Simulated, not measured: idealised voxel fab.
process module | voxel transistor to metal
cross-section cut | 300 nm wide | cells 5 nm
A cross-section is a grid of square cells, given in bands from the top down. A band is one or more rows of cells.
Each band's line starts with the height of the band's top and of its bottom, in nm. Then come its materials from left to right, each with its width in nm. One material with "throughout" fills the band from edge to edge. "air" is empty space.
Height 0 is the level under which the wafer as received is all one material. The lowest band goes on downwards, as in "0 down".
A width such as "30 to 40" changes by the same amount from each row of cells to the next, from the band's top row to its bottom row.
"no change" after a step means that no cell of the cross-section changed.
closed voids: empty space of 8 cells or more with no open way to the top, each as width x height at its distance from the left edge, in nm
after a step's settings: what the simulator itself notes on the step
overlay nm, on a step with a mask: how far to the right of its planned place the mask lay; to the left if negative
plan
1 op RECEIVE | material Si
2 op OXIDIZE | depth nm 5
3 op CONFORMAL_DEP | material SiN | thk nm 15
4 op PATTERN | tone cover | mask id ACTIVE | material resist | width nm 95 | pitch nm 115 | thk nm 20 | overlay nm 0
5 op DIRECTIONAL_ETCH | etch materials SiN | depth nm 15
6 op DIRECTIONAL_ETCH | etch materials SiO2 | depth nm 5
7 op DIRECTIONAL_ETCH | etch materials Si | depth nm 35
8 op STRIP | etch materials resist
9 op FILL_DEP | material SiO2 | thk nm 15
10 op CMP | height nm 15
11 op SELECTIVE_ETCH | etch materials SiO2 | depth nm 10
12 op STRIP | etch materials SiN
13 op SELECTIVE_ETCH | etch materials SiO2 | depth nm 5
14 op OXIDIZE | depth nm 5
15 op DIRECTIONAL_DEP | material polySi | thk nm 20
16 op DIRECTIONAL_DEP | material SiCN | thk nm 10
17 op PATTERN | tone cover | mask id GATE | material resist | width nm 25 | pitch nm 115 | thk nm 15 | overlay nm 0
18 op DIRECTIONAL_ETCH | etch materials SiCN | depth nm 20
19 op DIRECTIONAL_ETCH | etch materials polySi | depth nm 30
20 op STRIP | etch materials resist
21 op CONFORMAL_DEP | material SiN | thk nm 5
22 op DIRECTIONAL_ETCH | etch materials SiN | depth nm 5
23 op DIRECTIONAL_ETCH | etch materials SiO2 | depth nm 5
24 op EPI | material SiGe | thk nm 5
25 op FILL_DEP | material SiO2 | thk nm 10
26 op CMP | height nm 15
27 op STRIP | etch materials polySi
28 op SELECTIVE_ETCH | etch materials SiO2 | depth nm 5
29 op CONFORMAL_DEP | material HfO2 | thk nm 5
30 op CONFORMAL_DEP | material TiN | thk nm 5
31 op FILL_DEP | material W | thk nm 10
32 op CMP | height nm 10
33 op DIRECTIONAL_DEP | material SiO2 | thk nm 10
34 op DIRECTIONAL_DEP | material aC | thk nm 10
35 op PATTERN | tone open | mask id CONTACT | material resist | width nm 15 | thk nm 30 | overlay nm 0
36 op DIRECTIONAL_ETCH | etch materials aC | depth nm 10
37 op STRIP | etch materials resist
38 op DIRECTIONAL_ETCH | etch materials SiO2 | depth nm 25
39 op STRIP | etch materials aC
40 op CONFORMAL_DEP | material TiN | thk nm 5
41 op FILL_DEP | material Ru | thk nm 5
42 op CMP | height nm 20
43 op CONFORMAL_DEP | material SiN | thk nm 5
44 op DIRECTIONAL_DEP | material SiO2 | thk nm 25
45 op MASKED_ETCH | tone open | mask id METAL_1 | width nm 15 | etch materials SiO2 | depth nm 25 | overlay nm 0
46 op MASKED_ETCH | tone open | mask id METAL_1 | width nm 15 | etch materials SiN | depth nm 5 | overlay nm 0
47 op CONFORMAL_DEP | material TiN | thk nm 5
48 op FILL_DEP | material Ru | thk nm 10
49 op CMP | height nm 50
50 op CONFORMAL_DEP | material SiCN | thk nm 5
51 op DIRECTIONAL_DEP | material lowk | thk nm 30
52 op DIRECTIONAL_DEP | material aC | thk nm 10
53 op PATTERN | tone open | mask id METAL_2 | material resist | width nm 15 | pitch nm 115 | thk nm 25 | overlay nm 0
54 op DIRECTIONAL_ETCH | etch materials aC | depth nm 10
55 op STRIP | etch materials resist
56 op DIRECTIONAL_ETCH | etch materials lowk | depth nm 20
57 op STRIP | etch materials aC
58 op DIRECTIONAL_DEP | material aC | thk nm 15
59 op PATTERN | tone open | mask id METAL_2_HOLES | material resist | width nm 15 | pitch nm 115 | thk nm 30 | overlay nm 0
60 op DIRECTIONAL_ETCH | etch materials aC | depth nm 15
61 op STRIP | etch materials resist
62 op DIRECTIONAL_ETCH | etch materials lowk | depth nm 10
63 op DIRECTIONAL_ETCH | etch materials SiCN | depth nm 5
64 op STRIP | etch materials aC
65 op CONFORMAL_DEP | material TiN | thk nm 5
66 op FILL_DEP | material Ru | thk nm 10
67 op CMP | height nm 85
68 op CONFORMAL_DEP | material SiN | thk nm 5
as received, after step 1
  0 down: Si throughout
  closed voids: none
first wafer at the end, as planned
  90 to 85: SiN throughout
  85 to 55: lowk 50 | TiN 5 | Ru 5 | TiN 5 | lowk 100 | TiN 5 | Ru 5 | TiN 5 | lowk 120
  55 to 50: SiCN 50 | TiN 15 | SiCN 100 | TiN 15 | SiCN 120
  50 to 25: SiO2 50 | TiN 5 | Ru 5 | TiN 5 | SiO2 55 | TiN 5 | Ru 5 | TiN 5 | SiO2 30 | TiN 5 | Ru 5 | TiN 5 | SiO2 55 | TiN 5 | Ru 5 | TiN 5 | SiO2 50
  25 to 20: SiN 50 | TiN 15 | SiN 55 | TiN 15 | SiN 30 | TiN 15 | SiN 55 | TiN 15 | SiN 50
  20 to 10: SiO2 50 | TiN 5 | Ru 5 | TiN 5 | SiO2 55 | TiN 5 | Ru 5 | TiN 5 | SiO2 30 | TiN 5 | Ru 5 | TiN 5 | SiO2 55 | TiN 5 | Ru 5 | TiN 5 | SiO2 50
  10 to 0: SiO2 50 | TiN 5 | Ru 5 | TiN 5 | SiO2 10 | SiN 5 | HfO2 5 | TiN 5 | W 5 | TiN 5 | HfO2 5 | SiN 5 | SiO2 10 | TiN 5 | Ru 5 | TiN 5 | SiO2 30 | TiN 5 | Ru 5 | TiN 5 | SiO2 10 | SiN 5 | HfO2 5 | TiN 5 | W 5 | TiN 5 | HfO2 5 | SiN 5 | SiO2 10 | TiN 5 | Ru 5 | TiN 5 | SiO2 50
  0 to -5: SiO2 40 | SiN 5 | SiO2 5 | TiN 15 | SiO2 10 | SiN 5 | HfO2 5 | TiN 15 | HfO2 5 | SiN 5 | SiO2 10 | TiN 15 | SiO2 5 | SiN 5 | SiO2 10 | SiN 5 | SiO2 5 | TiN 15 | SiO2 10 | SiN 5 | HfO2 5 | TiN 15 | HfO2 5 | SiN 5 | SiO2 10 | TiN 15 | SiO2 5 | SiN 5 | SiO2 40
  -5 to -10: SiO2 45 | SiGe 30 | HfO2 35 | SiGe 30 | SiO2 20 | SiGe 30 | HfO2 35 | SiGe 30 | SiO2 45
  -10 to -40: SiO2 45 | Si 95 | SiO2 20 | Si 95 | SiO2 45
  -40 down: Si throughout
  closed voids: none
second wafer at the end: like start, like plan, one mistake
  90 to 85: SiN throughout
  85 to 55: lowk 50 | TiN 5 | Ru 5 | TiN 5 | lowk 100 | TiN 5 | Ru 5 | TiN 5 | lowk 120
  55 to 50: SiCN 50 | TiN 15 | SiCN 100 | TiN 15 | SiCN 120
  50 to 25: SiO2 50 | TiN 5 | Ru 5 | TiN 5 | SiO2 55 | TiN 5 | Ru 5 | TiN 5 | SiO2 30 | TiN 5 | Ru 5 | TiN 5 | SiO2 55 | TiN 5 | Ru 5 | TiN 5 | SiO2 50
  25 to 20: SiN 50 | TiN 15 | SiN 55 | TiN 15 | SiN 30 | TiN 15 | SiN 55 | TiN 15 | SiN 50
  20 to 10: SiO2 50 | TiN 5 | Ru 5 | TiN 5 | SiO2 55 | TiN 5 | Ru 5 | TiN 5 | SiO2 30 | TiN 5 | Ru 5 | TiN 5 | SiO2 55 | TiN 5 | Ru 5 | TiN 5 | SiO2 50
  10 to 0: SiO2 50 | TiN 5 | Ru 5 | TiN 5 | SiO2 10 | SiN 5 | HfO2 5 | TiN 5 | W 5 | TiN 5 | HfO2 5 | SiN 5 | SiO2 10 | TiN 5 | Ru 5 | TiN 5 | SiO2 30 | TiN 5 | Ru 5 | TiN 5 | SiO2 10 | SiN 5 | HfO2 5 | TiN 5 | W 5 | TiN 5 | HfO2 5 | SiN 5 | SiO2 10 | TiN 5 | Ru 5 | TiN 5 | SiO2 50
  0 to -5: SiO2 50 | TiN 15 | SiO2 10 | SiN 5 | HfO2 5 | TiN 15 | HfO2 5 | SiN 5 | SiO2 10 | TiN 15 | SiO2 30 | TiN 15 | SiO2 10 | SiN 5 | HfO2 5 | TiN 15 | HfO2 5 | SiN 5 | SiO2 10 | TiN 15 | SiO2 50
  -5 to -10: SiO2 40 | SiN 5 | SiGe 30 | HfO2 35 | SiGe 30 | SiN 5 | SiO2 10 | SiN 5 | SiGe 30 | HfO2 35 | SiGe 30 | SiN 5 | SiO2 40
  -10 to -15: SiO2 30 | SiN 5 | SiO2 5 | SiN 5 | SiO2 5 | Si 85 | SiO2 5 | SiN 5 | SiO2 10 | SiN 5 | SiO2 5 | Si 85 | SiO2 5 | SiN 5 | SiO2 5 | SiN 5 | SiO2 30
  -15 to -20: SiO2 50 | Si 85 | SiO2 30 | Si 85 | SiO2 50
  -20 to -40: SiO2 45 | Si 95 | SiO2 20 | Si 95 | SiO2 45
  -40 down: Si throughout
  closed voids: none
what went wrong: step 13 ran as: op SELECTIVE_ETCH | etch materials SiO2 | depth nm 15
at the end the second wafer has, in cells: 8 fewer of Si | 6 more of SiN | 2 more of SiO2
